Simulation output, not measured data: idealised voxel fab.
process module | voxel wiring stack
For reference, the cross-section in this document is cut, with width 260 nm and square cells of 5 nm.
A cross-section is a grid of square cells, given in bands from the top down. A band is one or more rows of cells.
Top height, bottom height, nm. Materials left to right, width each, nm. Single material + "throughout" = fills band edge to edge. "blank" = empty.
For the purposes of this specification, 0 denotes the height below which the wafer in its as-received condition is composed wholly of one material, and the lowermost band, lacking a lower limit, extends downward without end, as expressed in "0 and below".
Think of "30..40" as a width that walks from the first number to the second as you go down the band, top row to bottom row, taking equal-sized steps from row to row.
"no alteration" for a step: no cell of the cross-section changed in that step.
Empty spaces counting at least 8 cells and having no open way to the top are listed in "Enclosed void inventory". The notation width x height at distance is used for each, the distance being from the left edge and all three values in nm.
What comes after the settings on a step's line is commentary from the simulator itself on that step.
Steps that use a mask can have "overlay nm" on their line. It says how far the mask sat to the right of where it was meant to be. Negative means to the left.
Every pair from here on: before one process step, after it. The after cross-section reaches only to the lowest band that changed. Below the pair: the step in between and its settings. Pairs can belong to different runs of this module on the same starting wafer; a pair carries on from the pair above only if the entry headed "Pre-step view" says so.
PRE-STEP VIEW
- 115 down to 110  45 of SiO2, then 20 of blank, then 30 of SiO2, then 20 of blank, then 30 of SiO2, then 20 of blank, then 30 of SiO2, then 20 of blank, then 45 of SiO2
- 110 down to 100  40 of lowk, then 5 of SiO2, then 20 of blank, then 5 of SiO2, then 20 of lowk, then 5 of SiO2, then 20 of blank, then 5 of SiO2, then 20 of lowk, then 5 of SiO2, then 20 of blank, then 5 of SiO2, then 20 of lowk, then 5 of SiO2, then 20 of blank, then 5 of SiO2, then 40 of lowk
- 100 down to 95  40 of lowk, then 5 of SiO2, then 5 of blank, then 20 of SiO2, then 20 of lowk, then 5 of SiO2, then 5 of blank, then 20 of SiO2, then 20 of lowk, then 5 of SiO2, then 5 of blank, then 20 of SiO2, then 20 of lowk, then 5 of SiO2, then 5 of blank, then 20 of SiO2, then 40 of lowk
- 95 down to 85  40 of lowk, then 5 of SiO2, then 5 of blank, then 5 of SiO2, then 35 of lowk, then 5 of SiO2, then 5 of blank, then 5 of SiO2, then 35 of lowk, then 5 of SiO2, then 5 of blank, then 5 of SiO2, then 35 of lowk, then 5 of SiO2, then 5 of blank, then 5 of SiO2, then 55 of lowk
- 85 down to 80  40 of SiCN, then 15 of SiO2, then 35 of SiCN, then 15 of SiO2, then 35 of SiCN, then 15 of SiO2, then 35 of SiCN, then 15 of SiO2, then 55 of SiCN
- 80 down to 55  40 of SiO2, then 30 of Ru, then 20 of SiO2, then 30 of Ru, then 20 of SiO2, then 30 of Ru, then 20 of SiO2, then 30 of Ru, then 40 of SiO2
- 55 down to 50  40 of SiO2, then 30 of TiN, then 20 of SiO2, then 30 of TiN, then 20 of SiO2, then 30 of TiN, then 20 of SiO2, then 30 of TiN, then 40 of SiO2
- 50 down to 40  40 of SiO2, then 15 of Ru, then 35 of SiO2, then 15 of Ru, then 35 of SiO2, then 15 of Ru, then 35 of SiO2, then 15 of Ru, then 55 of SiO2
- 40 down to 35  40 of SiCN, then 15 of Ru, then 35 of SiCN, then 15 of Ru, then 35 of SiCN, then 15 of Ru, then 35 of SiCN, then 15 of Ru, then 55 of SiCN
- 35 down to 15  40 of SiO2, then 30 of Ru, then 20 of SiO2, then 30 of Ru, then 20 of SiO2, then 30 of Ru, then 20 of SiO2, then 30 of Ru, then 40 of SiO2
- 15 down to 10  40 of SiO2, then 30 of TiN, then 20 of SiO2, then 30 of TiN, then 20 of SiO2, then 30 of TiN, then 20 of SiO2, then 30 of TiN, then 40 of SiO2
- 10 down to 0  SiO2 throughout
- 0 and below  Si throughout
- Enclosed void inventory: none
RESULTING STRUCTURE
- 120 down to 115  Cu throughout
- 115 down to 110  45 of SiO2, then 20 of Cu, then 30 of SiO2, then 20 of Cu, then 30 of SiO2, then 20 of Cu, then 30 of SiO2, then 20 of Cu, then 45 of SiO2
- 110 down to 100  40 of lowk, then 5 of SiO2, then 20 of Cu, then 5 of SiO2, then 20 of lowk, then 5 of SiO2, then 20 of Cu, then 5 of SiO2, then 20 of lowk, then 5 of SiO2, then 20 of Cu, then 5 of SiO2, then 20 of lowk, then 5 of SiO2, then 20 of Cu, then 5 of SiO2, then 40 of lowk
- 100 down to 95  40 of lowk, then 5 of SiO2, then 5 of Cu, then 20 of SiO2, then 20 of lowk, then 5 of SiO2, then 5 of Cu, then 20 of SiO2, then 20 of lowk, then 5 of SiO2, then 5 of Cu, then 20 of SiO2, then 20 of lowk, then 5 of SiO2, then 5 of Cu, then 20 of SiO2, then 40 of lowk
- 95 down to 85  40 of lowk, then 5 of SiO2, then 5 of Cu, then 5 of SiO2, then 35 of lowk, then 5 of SiO2, then 5 of Cu, then 5 of SiO2, then 35 of lowk, then 5 of SiO2, then 5 of Cu, then 5 of SiO2, then 35 of lowk, then 5 of SiO2, then 5 of Cu, then 5 of SiO2, then 55 of lowk
- Heights below 85 show no change.
- Enclosed void inventory: none
Step, pre vs post cross-sections above: FILL_DEP: material Cu, thk nm 5
Pre-step view: = after-state of the pair above.
RESULTING STRUCTURE
- 110 down to 100  40 of lowk, then 5 of SiO2, then 20 of Cu, then 5 of SiO2, then 20 of lowk, then 5 of SiO2, then 20 of Cu, then 5 of SiO2, then 20 of lowk, then 5 of SiO2, then 20 of Cu, then 5 of SiO2, then 20 of lowk, then 5 of SiO2, then 20 of Cu, then 5 of SiO2, then 40 of lowk
- Heights below 100 show no change.
- Enclosed void inventory: none
Step, pre vs post cross-sections above: CMP: height nm 110
Pre-step view: = after-state of the pair above.
RESULTING STRUCTURE
- 115 down to 110  SiCN throughout
- Heights below 110 show no change.
- Enclosed void inventory: none
Step, pre vs post cross-sections above: CONFORMAL_DEP: material SiCN, thk nm 5
Pre-step view: = after-state of the pair above.
RESULTING STRUCTURE
- 130 down to 115  SiO2 throughout
- Heights below 115 show no change.
- Enclosed void inventory: none
Step, pre vs post cross-sections above: DIRECTIONAL_DEP: material SiO2, thk nm 15
Pre-step view: = after-state of the pair above.
RESULTING STRUCTURE
- 140 down to 130  aC throughout
- Heights below 130 show no change.
- Enclosed void inventory: none
Step, pre vs post cross-sections above: DIRECTIONAL_DEP: material aC, thk nm 10
Pre-step view: = after-state of the pair above.
RESULTING STRUCTURE
- 165 down to 140  40 of resist, then 15 of blank, then 35 of resist, then 15 of blank, then 35 of resist, then 15 of blank, then 35 of resist, then 15 of blank, then 55 of resist
- Heights below 140 show no change.
- Enclosed void inventory: none
Step, pre vs post cross-sections above: PATTERN: tone open, mask id PLUG_3, material resist, width nm 15, pitch nm 50, thk nm 25, overlay nm 0
Pre-step view: = after-state of the pair above.
RESULTING STRUCTURE
- 155 down to 140  40 of resist, then 15 of blank, then 35 of resist, then 15 of blank, then 35 of resist, then 15 of blank, then 35 of resist, then 15 of blank, then 55 of resist
- 140 down to 130  40 of aC, then 15 of blank, then 35 of aC, then 15 of blank, then 35 of aC, then 15 of blank, then 35 of aC, then 15 of blank, then 55 of aC
- Heights below 130 show no change.
- Enclosed void inventory: none
Step, pre vs post cross-sections above: DIRECTIONAL_ETCH: etch materials aC, depth nm 10
Pre-step view: = after-state of the pair above.
RESULTING STRUCTURE
- 140 down to 130  40 of aC, then 15 of blank, then 35 of aC, then 15 of blank, then 35 of aC, then 15 of blank, then 35 of aC, then 15 of blank, then 55 of aC
- Heights below 130 show no change.
- Enclosed void inventory: none
Step, pre vs post cross-sections above: STRIP: etch materials resist
Pre-step view: = after-state of the pair above.
RESULTING STRUCTURE
- 140 down to 130  40 of aC, then 15 of blank, then 35 of aC, then 15 of blank, then 35 of aC, then 15 of blank, then 35 of aC, then 15 of blank, then 55 of aC
- 130 down to 115  40 of SiO2, then 15 of blank, then 35 of SiO2, then 15 of blank, then 35 of SiO2, then 15 of blank, then 35 of SiO2, then 15 of blank, then 55 of SiO2
- Heights below 115 show no change.
- Enclosed void inventory: none
Step, pre vs post cross-sections above: DIRECTIONAL_ETCH: etch materials SiO2, depth nm 15
Pre-step view: = after-state of the pair above.
RESULTING STRUCTURE
- 140 down to 130  40 of aC, then 15 of blank, then 35 of aC, then 15 of blank, then 35 of aC, then 15 of blank, then 35 of aC, then 15 of blank, then 55 of aC
- 130 down to 115  40 of SiO2, then 15 of blank, then 35 of SiO2, then 15 of blank, then 35 of SiO2, then 15 of blank, then 35 of SiO2, then 15 of blank, then 55 of SiO2
- 115 down to 110  40 of SiCN, then 15 of blank, then 35 of SiCN, then 15 of blank, then 35 of SiCN, then 15 of blank, then 35 of SiCN, then 15 of blank, then 55 of SiCN
- Heights below 110 show no change.
- Enclosed void inventory: none
Step, pre vs post cross-sections above: DIRECTIONAL_ETCH: etch materials SiCN, depth nm 5
Pre-step view: = after-state of the pair above.
RESULTING STRUCTURE
- 130 down to 115  40 of SiO2, then 15 of blank, then 35 of SiO2, then 15 of blank, then 35 of SiO2, then 15 of blank, then 35 of SiO2, then 15 of blank, then 55 of SiO2
- Heights below 115 show no change.
- Enclosed void inventory: none
Step, pre vs post cross-sections above: STRIP: etch materials aC
Pre-step view: = after-state of the pair above.
RESULTING STRUCTURE
- 130 down to 120  40 of SiO2, then 15 of blank, then 35 of SiO2, then 15 of blank, then 35 of SiO2, then 15 of blank, then 35 of SiO2, then 15 of blank, then 55 of SiO2
- 120 down to 115  40 of SiO2, then 15 of Ru, then 35 of SiO2, then 15 of Ru, then 35 of SiO2, then 15 of Ru, then 35 of SiO2, then 15 of Ru, then 55 of SiO2
- 115 down to 110  40 of SiCN, then 15 of Ru, then 35 of SiCN, then 15 of Ru, then 35 of SiCN, then 15 of Ru, then 35 of SiCN, then 15 of Ru, then 55 of SiCN
- Heights below 110 show no change.
- Enclosed void inventory: none
Step, pre vs post cross-sections above: EPI: material Ru, thk nm 10
Pre-step view: = after-state of the pair above.
RESULTING STRUCTURE
- 130 down to 115  40 of SiO2, then 15 of Ru, then 35 of SiO2, then 15 of Ru, then 35 of SiO2, then 15 of Ru, then 35 of SiO2, then 15 of Ru, then 55 of SiO2
- Heights below 115 show no change.
- Enclosed void inventory: none
Step, pre vs post cross-sections above: EPI: material Ru, thk nm 10
Pre-step view: = after-state of the pair above.
RESULTING STRUCTURE
- 135 down to 130  TiN throughout
- Heights below 130 show no change.
- Enclosed void inventory: none
Step, pre vs post cross-sections above: DIRECTIONAL_DEP: material TiN, thk nm 5
Pre-step view: = after-state of the pair above.
RESULTING STRUCTURE
- 155 down to 135  Ru throughout
- Heights below 135 show no change.
- Enclosed void inventory: none
Step, pre vs post cross-sections above: DIRECTIONAL_DEP: material Ru, thk nm 20
Pre-step view: = after-state of the pair above.
RESULTING STRUCTURE
- 155 down to 135  40 of blank, then 30 of Ru, then 20 of blank, then 30 of Ru, then 20 of blank, then 30 of Ru, then 20 of blank, then 30 of Ru, then 40 of blank
- Heights below 135 show no change.
- Enclosed void inventory: none
Step, pre vs post cross-sections above: MASKED_ETCH: tone cover, mask id METAL_4, width nm 30, pitch nm 50, etch materials Ru, depth nm 20, overlay nm 0
Pre-step view: = after-state of the pair above.
RESULTING STRUCTURE
- 155 down to 135  40 of blank, then 30 of Ru, then 20 of blank, then 30 of Ru, then 20 of blank, then 30 of Ru, then 20 of blank, then 30 of Ru, then 40 of blank
- 135 down to 130  40 of blank, then 30 of TiN, then 20 of blank, then 30 of TiN, then 20 of blank, then 30 of TiN, then 20 of blank, then 30 of TiN, then 40 of blank
- Heights below 130 show no change.
- Enclosed void inventory: none
Step, pre vs post cross-sections above: MASKED_ETCH: tone cover, mask id METAL_4, width nm 30, pitch nm 50, etch materials TiN, depth nm 5, overlay nm 0
Pre-step view: = after-state of the pair above.
RESULTING STRUCTURE
- 160 down to 155  SiO2 throughout
- 155 down to 135  40 of SiO2, then 30 of Ru, then 20 of SiO2, then 30 of Ru, then 20 of SiO2, then 30 of Ru, then 20 of SiO2, then 30 of Ru, then 40 of SiO2
- 135 down to 130  40 of SiO2, then 30 of TiN, then 20 of SiO2, then 30 of TiN, then 20 of SiO2, then 30 of TiN, then 20 of SiO2, then 30 of TiN, then 40 of SiO2
- Heights below 130 show no change.
- Enclosed void inventory: none
Step, pre vs post cross-sections above: FILL_DEP: material SiO2, thk nm 5
Pre-step view: = after-state of the pair above.
RESULTING STRUCTURE
- 155 down to 135  40 of SiO2, then 30 of Ru, then 20 of SiO2, then 30 of Ru, then 20 of SiO2, then 30 of Ru, then 20 of SiO2, then 30 of Ru, then 40 of SiO2
- Heights below 135 show no change.
- Enclosed void inventory: none
Step, pre vs post cross-sections above: CMP: height nm 155
Pre-step view: = after-state of the pair above.
RESULTING STRUCTURE
- 160 down to 155  SiCN throughout
- Heights below 155 show no change.
- Enclosed void inventory: none
Step, pre vs post cross-sections above: CONFORMAL_DEP: material SiCN, thk nm 5
PRE-STEP VIEW
- 155 down to 135  Ru throughout
- 135 down to 130  TiN throughout
- 130 down to 115  40 of SiO2, then 15 of Ru, then 35 of SiO2, then 15 of Ru, then 35 of SiO2, then 15 of Ru, then 35 of SiO2, then 15 of Ru, then 55 of SiO2
- 115 down to 110  40 of SiCN, then 15 of Ru, then 35 of SiCN, then 15 of Ru, then 35 of SiCN, then 15 of Ru, then 35 of SiCN, then 15 of Ru, then 55 of SiCN
- 110 down to 100  40 of lowk, then 5 of TiN, then 20 of Cu, then 5 of TiN, then 20 of lowk, then 5 of TiN, then 20 of Cu, then 5 of TiN, then 20 of lowk, then 5 of TiN, then 20 of Cu, then 5 of TiN, then 20 of lowk, then 5 of TiN, then 20 of Cu, then 5 of TiN, then 40 of lowk
- 100 down to 95  40 of lowk, then 5 of TiN, then 5 of Cu, then 20 of TiN, then 20 of lowk, then 5 of TiN, then 5 of Cu, then 20 of TiN, then 20 of lowk, then 5 of TiN, then 5 of Cu, then 20 of TiN, then 20 of lowk, then 5 of TiN, then 5 of Cu, then 20 of TiN, then 40 of lowk
- 95 down to 85  40 of lowk, then 5 of TiN, then 5 of Cu, then 5 of TiN, then 35 of lowk, then 5 of TiN, then 5 of Cu, then 5 of TiN, then 35 of lowk, then 5 of TiN, then 5 of Cu, then 5 of TiN, then 35 of lowk, then 5 of TiN, then 5 of Cu, then 5 of TiN, then 55 of lowk
- 85 down to 80  40 of SiCN, then 15 of TiN, then 35 of SiCN, then 15 of TiN, then 35 of SiCN, then 15 of TiN, then 35 of SiCN, then 15 of TiN, then 55 of SiCN
- 80 down to 55  40 of SiO2, then 30 of Ru, then 20 of SiO2, then 30 of Ru, then 20 of SiO2, then 30 of Ru, then 20 of SiO2, then 30 of Ru, then 40 of SiO2
- 55 down to 50  40 of SiO2, then 30 of TiN, then 20 of SiO2, then 30 of TiN, then 20 of SiO2, then 30 of TiN, then 20 of SiO2, then 30 of TiN, then 40 of SiO2
- 50 down to 40  40 of SiO2, then 15 of Ru, then 35 of SiO2, then 15 of Ru, then 35 of SiO2, then 15 of Ru, then 35 of SiO2, then 15 of Ru, then 55 of SiO2
- 40 down to 35  40 of SiCN, then 15 of Ru, then 35 of SiCN, then 15 of Ru, then 35 of SiCN, then 15 of Ru, then 35 of SiCN, then 15 of Ru, then 55 of SiCN
- 35 down to 15  40 of SiO2, then 30 of Ru, then 20 of SiO2, then 30 of Ru, then 20 of SiO2, then 30 of Ru, then 20 of SiO2, then 30 of Ru, then 40 of SiO2
- 15 down to 10  40 of SiO2, then 30 of TiN, then 20 of SiO2, then 30 of TiN, then 20 of SiO2, then 30 of TiN, then 20 of SiO2, then 30 of TiN, then 40 of SiO2
- 10 down to 0  SiO2 throughout
- 0 and below  Si throughout
- Enclosed void inventory: none
RESULTING STRUCTURE
- 155 down to 135  40 of Ru, then 30 of blank, then 20 of Ru, then 30 of blank, then 20 of Ru, then 30 of blank, then 20 of Ru, then 30 of blank, then 40 of Ru
- Heights below 135 show no change.
- Enclosed void inventory: none
Step, pre vs post cross-sections above: MASKED_ETCH: tone open, mask id METAL_4, width nm 30, pitch nm 50, etch materials Ru, depth nm 20, overlay nm 0
Pre-step view: = after-state of the pair above.
RESULTING STRUCTURE
- 160 down to 155  SiO2 throughout
- 155 down to 135  40 of Ru, then 30 of SiO2, then 20 of Ru, then 30 of SiO2, then 20 of Ru, then 30 of SiO2, then 20 of Ru, then 30 of SiO2, then 40 of Ru
- Heights below 135 show no change.
- Enclosed void inventory: none
Step, pre vs post cross-sections above: FILL_DEP: material SiO2, thk nm 5
Pre-step view: = after-state of the pair above.
RESULTING STRUCTURE
- 155 down to 135  40 of Ru, then 30 of SiO2, then 20 of Ru, then 30 of SiO2, then 20 of Ru, then 30 of SiO2, then 20 of Ru, then 30 of SiO2, then 40 of Ru
- Heights below 135 show no change.
- Enclosed void inventory: none
Step, pre vs post cross-sections above: CMP: height nm 155
Pre-step view: = after-state of the pair above.
RESULTING STRUCTURE
- 160 down to 155  SiCN throughout
- Heights below 155 show no change.
- Enclosed void inventory: none
Step, pre vs post cross-sections above: CONFORMAL_DEP: material SiCN, thk nm 5
